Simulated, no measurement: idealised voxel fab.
The process module that follows is named voxel capacitor over wiring.
FYI the section here is cut, 155 nm wide, cells are 5 nm squares.
Each cross-section below is a grid of square cells, stated as bands in top-down order, with one or more rows of cells making up each band.
This entry defines a band. It first specifies the height of the band's top and the height of its bottom in nm, and then specifies the band's materials from left to right, stating each material with its width in nm. The word "throughout" identifies a single material that fills the band from edge to edge, while the word "empty" identifies empty space.
Height is counted from the level 0, under which the received wafer is composed throughout of one material. The lowest of the bands is not closed at the bottom but continues downward, in the notation "0 nm and below".
A width given as "30 to 40" starts at the first number in the band's top row and ends at the second number in its bottom row, shifting by an equal amount at every step from row to row.
Step marked "no modifications"? Then no cell in the cross-section changed in it.
This entry, "Fully closed voids", enumerates those empty regions of no fewer than 8 cells that possess no open connection to the top. Each region is reported in the form width x height at distance, the distance being taken from the left edge, with all three quantities expressed in nm.
If you see something after the settings on a step's line, that's the simulator's own remark about that step.
When a step includes a mask, the "overlay nm" setting on its line states how far to the right of its planned place that mask lay, and negative values state how far to the left.

# Listed below are the process steps as planned
1,op RECEIVE | material Si
2,op CONFORMAL_DEP | material SiO2 | thk nm 10
3,op CONFORMAL_DEP | material SiN | thk nm 5
4,op DIRECTIONAL_DEP | material SiO2 | thk nm 25
5,op DIRECTIONAL_DEP | material aC | thk nm 10
6,op PATTERN | tone open | mask id METAL_1 | material resist | width nm 25 | pitch nm 80 | thk nm 25 | overlay nm 0
7,op DIRECTIONAL_ETCH | etch materials aC | depth nm 10
8,op STRIP | etch materials resist
9,op DIRECTIONAL_ETCH | etch materials SiO2 | depth nm 25
10,op DIRECTIONAL_ETCH | etch materials SiN | depth nm 5
11,op STRIP | etch materials aC
12,op CONFORMAL_DEP | material TiN | thk nm 5
13,op FILL_DEP | material Cu | thk nm 5
14,op CMP | height nm 40
15,op CONFORMAL_DEP | material SiCN | thk nm 5
16,op DIRECTIONAL_DEP | material lowk | thk nm 5
17,op DIRECTIONAL_DEP | material aC | thk nm 15
18,op PATTERN | tone open | mask id PLUG_1 | material resist | width nm 15 | thk nm 30 | overlay nm 0
19,op DIRECTIONAL_ETCH | etch materials aC | depth nm 15
20,op STRIP | etch materials resist
21,op DIRECTIONAL_ETCH | etch materials lowk | depth nm 15
22,op DIRECTIONAL_ETCH | etch materials SiCN | depth nm 5
23,op STRIP | etch materials aC
24,op EPI | material Ru | thk nm 10
25,op EPI | material Ru | thk nm 10
26,op DIRECTIONAL_DEP | material TiN | thk nm 5
27,op DIRECTIONAL_DEP | material Al2O3 | thk nm 5
28,op DIRECTIONAL_DEP | material TiN | thk nm 5
29,op PATTERN | tone cover | mask id UPPER_PLATE | material resist | width nm 60 | thk nm 15 | overlay nm 0
30,op DIRECTIONAL_ETCH | etch materials TiN | depth nm 5
31,op DIRECTIONAL_ETCH | etch materials Al2O3 | depth nm 5
32,op STRIP | etch materials resist
33,op MASKED_ETCH | tone cover | mask id LOWER_PLATE | width nm 70 | etch materials TiN | depth nm 5 | overlay nm 0
34,op FILL_DEP | material SiO2 | thk nm 15
35,op CMP | height nm 85
36,op PATTERN | tone open | mask id PLUG_2 | material resist | width nm 15 | thk nm 15 | overlay nm 0
37,op DIRECTIONAL_ETCH | etch materials SiO2 | depth nm 10
38,op STRIP | etch materials resist
39,op CONFORMAL_DEP | material TiN | thk nm 5
40,op FILL_DEP | material W | thk nm 5
41,op CMP | height nm 85
42,op CONFORMAL_DEP | material SiN | thk nm 5
Every wafer here starts from the same state; it is the step 16 thk nm that distinguishes them, and the value the plan gives belongs to the first wafer.

# So this is the first of several wafers, cross-sectioned as it came to us, meaning it's at the end of step 1
0 nm and below: Si throughout
Fully closed voids: none

# Quick look at the cross-section of the first of several wafers after step 42, which wraps up the module
90 nm to 85 nm: SiN throughout
85 nm to 80 nm: SiO2: 45  TiN: 5  W: 5  TiN: 5  SiO2: 95
80 nm to 70 nm: SiO2: 45 to 35  TiN: 15 to 25  SiO2: 95
70 nm to 65 nm: SiO2: 35  Al2O3: 25  SiO2: 95
65 nm to 60 nm: SiO2: 30  TiN: 65  SiO2: 60
60 nm to 55 nm: SiO2: 25  Ru: 35  Al2O3: 35  SiO2: 60
55 nm to 50 nm: SiO2: 25  Ru: 35  TiN: 40  SiO2: 55
50 nm to 45 nm: lowk: 35  Ru: 15  lowk: 105
45 nm to 40 nm: SiCN: 35  Ru: 15  SiCN: 105
40 nm to 15 nm: SiO2: 25  TiN: 5  Cu: 15  TiN: 5  SiO2: 55  TiN: 5  Cu: 15  TiN: 5  SiO2: 25
15 nm to 10 nm: SiN: 25  TiN: 25  SiN: 55  TiN: 25  SiN: 25
10 nm to 0 nm: SiO2 throughout
0 nm and below: Si throughout
Fully closed voids: none

# The module's end: a cross-section of the last wafer
90 nm to 85 nm: SiN throughout
85 nm to 80 nm: SiO2: 45  TiN: 5  Al2O3: 45  SiO2: 60
80 nm to 75 nm: SiO2: 30  TiN: 5  SiO2: 10  TiN: 55  SiO2: 55
75 nm to 70 nm: lowk: 35  TiN: 15  lowk: 105
70 nm to 65 nm: lowk: 35  Al2O3: 15  lowk: 105
65 nm to 60 nm: lowk: 35  TiN: 15  lowk: 105
60 nm to 45 nm: lowk throughout
45 nm to 40 nm: SiCN throughout
40 nm to 15 nm: SiO2: 25  TiN: 5  Cu: 15  TiN: 5  SiO2: 55  TiN: 5  Cu: 15  TiN: 5  SiO2: 25
15 nm to 10 nm: SiN: 25  TiN: 25  SiN: 55  TiN: 25  SiN: 25
10 nm to 0 nm: SiO2 throughout
0 nm and below: Si throughout
Fully closed voids: none

# End of module, by wafer: material-by-material cell gain (+) or loss (-) since receipt, then closed voids
thk nm 5; +12 Al2O3; +30 Cu; +20 Ru; +28 SiCN; +52 SiN; +326 SiO2; +61 TiN; +1 W; +28 lowk; Fully closed voids: none
thk nm 10; +12 Al2O3; +30 Cu; +14 Ru; +28 SiCN; +52 SiN; +304 SiO2; +61 TiN; +1 W; +56 lowk; Fully closed voids: none
thk nm 15; +12 Al2O3; +30 Cu; +12 Ru; +28 SiCN; +52 SiN; +278 SiO2; +61 TiN; +1 W; +84 lowk; Fully closed voids: none
thk nm 20; +12 Al2O3; +30 Cu; +31 SiCN; +52 SiN; +258 SiO2; +60 TiN; +115 lowk; Fully closed voids: none
thk nm 25; +12 Al2O3; +30 Cu; +31 SiCN; +52 SiN; +229 SiO2; +58 TiN; +146 lowk; Fully closed voids: none
thk nm 30; +12 Al2O3; +30 Cu; +31 SiCN; +52 SiN; +207 SiO2; +49 TiN; +177 lowk; Fully closed voids: none
